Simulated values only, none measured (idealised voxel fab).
process module | voxel wiring stack
cross-section cut | 290 nm wide | cells 5 nm
A cross-section is a grid of square cells, given in bands from the top down. A band is one or more rows of cells.
Each band's line starts with the height of the band's top and of its bottom, in nm. Then come its materials from left to right, each with its width in nm. One material with "throughout" fills the band from edge to edge. "air" is empty space.
Height 0 is the level under which the wafer as received is all one material. The lowest band goes on downwards, as in "0 down".
A width such as "30 to 40" changes by the same amount from each row of cells to the next, from the band's top row to its bottom row.
"no change" after a step means that no cell of the cross-section changed.
closed voids: empty space of 8 cells or more with no open way to the top, each as width x height at its distance from the left edge, in nm
after a step's settings: what the simulator itself notes on the step
overlay nm, on a step with a mask: how far to the right of its planned place the mask lay; to the left if negative
plan
1 op RECEIVE | material Si
2 op CONFORMAL_DEP | material SiO2 | thk nm 15
3 op DIRECTIONAL_DEP | material TiN | thk nm 5
4 op DIRECTIONAL_DEP | material W | thk nm 20
5 op DIRECTIONAL_DEP | material aC | thk nm 10
6 op PATTERN | tone cover | mask id METAL_1 | material resist | width nm 30 | pitch nm 60 | thk nm 25 | overlay nm 0
7 op DIRECTIONAL_ETCH | etch materials aC | depth nm 10
8 op STRIP | etch materials resist
9 op DIRECTIONAL_ETCH | etch materials W | depth nm 20
10 op DIRECTIONAL_ETCH | etch materials TiN | depth nm 5
11 op STRIP | etch materials aC
12 op FILL_DEP | material SiO2 | thk nm 5
13 op CMP | height nm 40
14 op CONFORMAL_DEP | material SiCN | thk nm 5
15 op DIRECTIONAL_DEP | material lowk | thk nm 30
16 op PATTERN | tone open | mask id METAL_2_HOLES | material resist | width nm 15 | pitch nm 120 | thk nm 15 | overlay nm 0
17 op DIRECTIONAL_ETCH | etch materials lowk | depth nm 30
18 op STRIP | etch materials resist
19 op PATTERN | tone open | mask id METAL_2 | material resist | width nm 30 | pitch nm 60 | thk nm 20 | overlay nm 0
20 op DIRECTIONAL_ETCH | etch materials lowk | depth nm 20
21 op DIRECTIONAL_ETCH | etch materials SiCN | depth nm 5
22 op STRIP | etch materials resist
23 op CONFORMAL_DEP | material TiN | thk nm 5
24 op FILL_DEP | material Cu | thk nm 10
25 op CMP | height nm 75
26 op CONFORMAL_DEP | material SiCN | thk nm 5
27 op DIRECTIONAL_DEP | material SiO2 | thk nm 15
28 op PATTERN | tone open | mask id PLUG_2 | material resist | width nm 15 | pitch nm 60 | thk nm 15 | overlay nm 0
29 op DIRECTIONAL_ETCH | etch materials SiO2 | depth nm 15
30 op DIRECTIONAL_ETCH | etch materials SiCN | depth nm 5
31 op STRIP | etch materials resist
32 op EPI | material Ru | thk nm 10
33 op EPI | material Ru | thk nm 10
34 op DIRECTIONAL_DEP | material TiN | thk nm 5
35 op DIRECTIONAL_DEP | material W | thk nm 20
36 op DIRECTIONAL_DEP | material aC | thk nm 10
37 op PATTERN | tone cover | mask id METAL_3 | material resist | width nm 30 | pitch nm 60 | thk nm 25 | overlay nm 0
38 op DIRECTIONAL_ETCH | etch materials aC | depth nm 10
39 op STRIP | etch materials resist
40 op DIRECTIONAL_ETCH | etch materials W | depth nm 20
41 op DIRECTIONAL_ETCH | etch materials TiN | depth nm 5
42 op STRIP | etch materials aC
43 op FILL_DEP | material lowk | thk nm 5
44 op CMP | height nm 120
45 op CONFORMAL_DEP | material SiCN | thk nm 5
first wafer, as planned
as received, after step 1
  0 down: Si throughout
  closed voids: none
after step 2
  15 to 0: SiO2 throughout
  below 0: unchanged
after step 3
  20 to 15: TiN throughout
  below 15: unchanged
after step 4
  40 to 20: W throughout
  below 20: unchanged
after step 5
  50 to 40: aC throughout
  below 40: unchanged
after step 6
  75 to 50: air 70 | resist 30 | air 30 | resist 30 | air 30 | resist 30 | air 70
  below 50: unchanged
after step 7
  65 to 50: air 70 | resist 30 | air 30 | resist 30 | air 30 | resist 30 | air 70
  50 to 40: air 70 | aC 30 | air 30 | aC 30 | air 30 | aC 30 | air 70
  below 40: unchanged
after step 8
  50 to 40: air 70 | aC 30 | air 30 | aC 30 | air 30 | aC 30 | air 70
  below 40: unchanged
after step 9
  50 to 40: air 70 | aC 30 | air 30 | aC 30 | air 30 | aC 30 | air 70
  40 to 20: air 70 | W 30 | air 30 | W 30 | air 30 | W 30 | air 70
  below 20: unchanged
after step 10
  50 to 40: air 70 | aC 30 | air 30 | aC 30 | air 30 | aC 30 | air 70
  40 to 20: air 70 | W 30 | air 30 | W 30 | air 30 | W 30 | air 70
  20 to 15: air 70 | TiN 30 | air 30 | TiN 30 | air 30 | TiN 30 | air 70
  below 15: unchanged
after step 11
  40 to 20: air 70 | W 30 | air 30 | W 30 | air 30 | W 30 | air 70
  below 20: unchanged
after step 12
  45 to 40: SiO2 throughout
  40 to 20: SiO2 70 | W 30 | SiO2 30 | W 30 | SiO2 30 | W 30 | SiO2 70
  20 to 15: SiO2 70 | TiN 30 | SiO2 30 | TiN 30 | SiO2 30 | TiN 30 | SiO2 70
  below 15: unchanged
after step 13
  40 to 20: SiO2 70 | W 30 | SiO2 30 | W 30 | SiO2 30 | W 30 | SiO2 70
  below 20: unchanged
after step 14
  45 to 40: SiCN throughout
  below 40: unchanged
after step 15
  75 to 45: lowk throughout
  below 45: unchanged
after step 16
  90 to 75: resist 70 | air 15 | resist 105 | air 15 | resist 85
  below 75: unchanged
after step 17
  90 to 75: resist 70 | air 15 | resist 105 | air 15 | resist 85
  75 to 45: lowk 70 | air 15 | lowk 105 | air 15 | lowk 85
  below 45: unchanged
after step 18
  75 to 45: lowk 70 | air 15 | lowk 105 | air 15 | lowk 85
  below 45: unchanged
after step 19
  95 to 75: resist 70 | air 30 | resist 30 | air 30 | resist 30 | air 30 | resist 70
  below 75: unchanged
after step 20
  95 to 75: resist 70 | air 30 | resist 30 | air 30 | resist 30 | air 30 | resist 70
  75 to 55: lowk 70 | air 30 | lowk 30 | air 30 | lowk 30 | air 30 | lowk 70
  below 55: unchanged
after step 21
  95 to 75: resist 70 | air 30 | resist 30 | air 30 | resist 30 | air 30 | resist 70
  75 to 55: lowk 70 | air 30 | lowk 30 | air 30 | lowk 30 | air 30 | lowk 70
  55 to 45: lowk 70 | air 15 | lowk 105 | air 15 | lowk 85
  45 to 40: SiCN 70 | air 15 | SiCN 105 | air 15 | SiCN 85
  below 40: unchanged
after step 22
  75 to 55: lowk 70 | air 30 | lowk 30 | air 30 | lowk 30 | air 30 | lowk 70
  below 55: unchanged
after step 23
  80 to 75: TiN 75 | air 20 | TiN 40 | air 20 | TiN 40 | air 20 | TiN 75
  75 to 60: lowk 70 | TiN 5 | air 20 | TiN 5 | lowk 30 | TiN 5 | air 20 | TiN 5 | lowk 30 | TiN 5 | air 20 | TiN 5 | lowk 70
  60 to 55: lowk 70 | TiN 5 | air 5 | TiN 20 | lowk 30 | TiN 30 | lowk 30 | TiN 5 | air 5 | TiN 20 | lowk 70
  55 to 45: lowk 70 | TiN 5 | air 5 | TiN 5 | lowk 105 | TiN 5 | air 5 | TiN 5 | lowk 85
  45 to 40: SiCN 70 | TiN 15 | SiCN 105 | TiN 15 | SiCN 85
  below 40: unchanged
after step 24
  90 to 80: Cu throughout
  80 to 75: TiN 75 | Cu 20 | TiN 40 | Cu 20 | TiN 40 | Cu 20 | TiN 75
  75 to 60: lowk 70 | TiN 5 | Cu 20 | TiN 5 | lowk 30 | TiN 5 | Cu 20 | TiN 5 | lowk 30 | TiN 5 | Cu 20 | TiN 5 | lowk 70
  60 to 55: lowk 70 | TiN 5 | Cu 5 | TiN 20 | lowk 30 | TiN 30 | lowk 30 | TiN 5 | Cu 5 | TiN 20 | lowk 70
  55 to 45: lowk 70 | TiN 5 | Cu 5 | TiN 5 | lowk 105 | TiN 5 | Cu 5 | TiN 5 | lowk 85
  below 45: unchanged
after step 25
  75 to 60: lowk 70 | TiN 5 | Cu 20 | TiN 5 | lowk 30 | TiN 5 | Cu 20 | TiN 5 | lowk 30 | TiN 5 | Cu 20 | TiN 5 | lowk 70
  below 60: unchanged
after step 26
  80 to 75: SiCN throughout
  below 75: unchanged
after step 27
  95 to 80: SiO2 throughout
  below 80: unchanged
after step 28
  110 to 95: resist 70 | air 15 | resist 45 | air 15 | resist 45 | air 15 | resist 85
  below 95: unchanged
after step 29
  110 to 95: resist 70 | air 15 | resist 45 | air 15 | resist 45 | air 15 | resist 85
  95 to 80: SiO2 70 | air 15 | SiO2 45 | air 15 | SiO2 45 | air 15 | SiO2 85
  below 80: unchanged
after step 30
  110 to 95: resist 70 | air 15 | resist 45 | air 15 | resist 45 | air 15 | resist 85
  95 to 80: SiO2 70 | air 15 | SiO2 45 | air 15 | SiO2 45 | air 15 | SiO2 85
  80 to 75: SiCN 70 | air 15 | SiCN 45 | air 15 | SiCN 45 | air 15 | SiCN 85
  below 75: unchanged
after step 31
  95 to 80: SiO2 70 | air 15 | SiO2 45 | air 15 | SiO2 45 | air 15 | SiO2 85
  below 80: unchanged
after step 32
  95 to 85: SiO2 70 | air 15 | SiO2 45 | air 15 | SiO2 45 | air 15 | SiO2 85
  85 to 80: SiO2 70 | Ru 15 | SiO2 45 | Ru 15 | SiO2 45 | Ru 15 | SiO2 85
  80 to 75: SiCN 70 | Ru 15 | SiCN 45 | Ru 15 | SiCN 45 | Ru 15 | SiCN 85
  below 75: unchanged
after step 33
  95 to 80: SiO2 70 | Ru 15 | SiO2 45 | Ru 15 | SiO2 45 | Ru 15 | SiO2 85
  below 80: unchanged
after step 34
  100 to 95: TiN throughout
  below 95: unchanged
after step 35
  120 to 100: W throughout
  below 100: unchanged
after step 36
  130 to 120: aC throughout
  below 120: unchanged
after step 37
  155 to 130: air 70 | resist 30 | air 30 | resist 30 | air 30 | resist 30 | air 70
  below 130: unchanged
after step 38
  145 to 130: air 70 | resist 30 | air 30 | resist 30 | air 30 | resist 30 | air 70
  130 to 120: air 70 | aC 30 | air 30 | aC 30 | air 30 | aC 30 | air 70
  below 120: unchanged
after step 39
  130 to 120: air 70 | aC 30 | air 30 | aC 30 | air 30 | aC 30 | air 70
  below 120: unchanged
after step 40
  130 to 120: air 70 | aC 30 | air 30 | aC 30 | air 30 | aC 30 | air 70
  120 to 100: air 70 | W 30 | air 30 | W 30 | air 30 | W 30 | air 70
  below 100: unchanged
after step 41
  130 to 120: air 70 | aC 30 | air 30 | aC 30 | air 30 | aC 30 | air 70
  120 to 100: air 70 | W 30 | air 30 | W 30 | air 30 | W 30 | air 70
  100 to 95: air 70 | TiN 30 | air 30 | TiN 30 | air 30 | TiN 30 | air 70
  below 95: unchanged
after step 42
  120 to 100: air 70 | W 30 | air 30 | W 30 | air 30 | W 30 | air 70
  below 100: unchanged
after step 43
  125 to 120: lowk throughout
  120 to 100: lowk 70 | W 30 | lowk 30 | W 30 | lowk 30 | W 30 | lowk 70
  100 to 95: lowk 70 | TiN 30 | lowk 30 | TiN 30 | lowk 30 | TiN 30 | lowk 70
  below 95: unchanged
after step 44
  120 to 100: lowk 70 | W 30 | lowk 30 | W 30 | lowk 30 | W 30 | lowk 70
  below 100: unchanged
after step 45
  125 to 120: SiCN throughout
  below 120: unchanged
second wafer: like start, like plan, one mistake. Through step 31 it matches the first wafer
when step 33 should have ended
  105 to 95: air 60 | Ru 35 | air 25 | Ru 35 | air 25 | Ru 35 | air 75
  95 to 80: SiO2 70 | Ru 15 | SiO2 45 | Ru 15 | SiO2 45 | Ru 15 | SiO2 85
  80 to 75: SiCN 70 | Ru 15 | SiCN 45 | Ru 15 | SiCN 45 | Ru 15 | SiCN 85
  below 75: unchanged
when step 34 should have ended
  110 to 105: air 60 | TiN 35 | air 25 | TiN 35 | air 25 | TiN 35 | air 75
  105 to 100: air 60 | Ru 35 | air 25 | Ru 35 | air 25 | Ru 35 | air 75
  100 to 95: TiN 60 | Ru 35 | TiN 25 | Ru 35 | TiN 25 | Ru 35 | TiN 75
  below 95: unchanged
when step 35 should have ended
  130 to 120: air 60 | W 35 | air 25 | W 35 | air 25 | W 35 | air 75
  120 to 110: W throughout
  110 to 105: W 60 | TiN 35 | W 25 | TiN 35 | W 25 | TiN 35 | W 75
  105 to 100: W 60 | Ru 35 | W 25 | Ru 35 | W 25 | Ru 35 | W 75
  below 100: unchanged
when step 36 should have ended
  140 to 130: air 60 | aC 35 | air 25 | aC 35 | air 25 | aC 35 | air 75
  130 to 120: aC 60 | W 35 | aC 25 | W 35 | aC 25 | W 35 | aC 75
  below 120: unchanged
when step 37 should have ended
  165 to 140: air 70 | resist 30 | air 30 | resist 30 | air 30 | resist 30 | air 70
  140 to 130: air 60 | aC 35 | resist 5 | air 20 | aC 35 | resist 5 | air 20 | aC 35 | resist 5 | air 70
  below 130: unchanged
when step 38 should have ended
  155 to 140: air 70 | resist 30 | air 30 | resist 30 | air 30 | resist 30 | air 70
  140 to 130: air 70 | aC 25 | resist 5 | air 30 | aC 25 | resist 5 | air 30 | aC 25 | resist 5 | air 70
  130 to 120: air 60 | W 35 | aC 5 | air 20 | W 35 | aC 5 | air 20 | W 35 | aC 5 | air 70
  below 120: unchanged
when step 39 should have ended
  140 to 130: air 70 | aC 25 | air 35 | aC 25 | air 35 | aC 25 | air 75
  below 130: unchanged
when step 40 should have ended
  140 to 130: air 70 | aC 25 | air 35 | aC 25 | air 35 | aC 25 | air 75
  130 to 120: air 70 | W 25 | aC 5 | air 30 | W 25 | aC 5 | air 30 | W 25 | aC 5 | air 70
  120 to 110: air 70 | W 30 | air 30 | W 30 | air 30 | W 30 | air 70
  110 to 105: air 60 | TiN 35 | W 5 | air 20 | TiN 35 | W 5 | air 20 | TiN 35 | W 5 | air 70
  105 to 100: air 60 | Ru 35 | W 5 | air 20 | Ru 35 | W 5 | air 20 | Ru 35 | W 5 | air 70
  below 100: unchanged
when step 41 should have ended
  140 to 130: air 70 | aC 25 | air 35 | aC 25 | air 35 | aC 25 | air 75
  130 to 120: air 70 | W 25 | aC 5 | air 30 | W 25 | aC 5 | air 30 | W 25 | aC 5 | air 70
  120 to 110: air 70 | W 30 | air 30 | W 30 | air 30 | W 30 | air 70
  110 to 105: air 70 | TiN 25 | W 5 | air 30 | TiN 25 | W 5 | air 30 | TiN 25 | W 5 | air 70
  105 to 100: air 60 | Ru 35 | W 5 | air 20 | Ru 35 | W 5 | air 20 | Ru 35 | W 5 | air 70
  100 to 95: air 60 | Ru 35 | TiN 5 | air 20 | Ru 35 | TiN 5 | air 20 | Ru 35 | TiN 5 | air 70
  below 95: unchanged
when step 42 should have ended
  130 to 120: air 70 | W 25 | air 35 | W 25 | air 35 | W 25 | air 75
  below 120: unchanged
when step 43 should have ended
  135 to 130: lowk throughout
  130 to 120: lowk 70 | W 25 | lowk 35 | W 25 | lowk 35 | W 25 | lowk 75
  120 to 110: lowk 70 | W 30 | lowk 30 | W 30 | lowk 30 | W 30 | lowk 70
  110 to 105: lowk 70 | TiN 25 | W 5 | lowk 30 | TiN 25 | W 5 | lowk 30 | TiN 25 | W 5 | lowk 70
  105 to 100: lowk 60 | Ru 35 | W 5 | lowk 20 | Ru 35 | W 5 | lowk 20 | Ru 35 | W 5 | lowk 70
  100 to 95: lowk 60 | Ru 35 | TiN 5 | lowk 20 | Ru 35 | TiN 5 | lowk 20 | Ru 35 | TiN 5 | lowk 70
  below 95: unchanged
when step 44 should have ended
  120 to 110: lowk 70 | W 30 | lowk 30 | W 30 | lowk 30 | W 30 | lowk 70
  below 110: unchanged
when step 45 should have ended
  125 to 120: SiCN throughout
  below 120: unchanged
what went wrong: one of the steps 32 and 33, which are alike, was run twice
at the end the second wafer has, in cells: 42 more of Ru | 30 fewer of W | 12 fewer of lowk
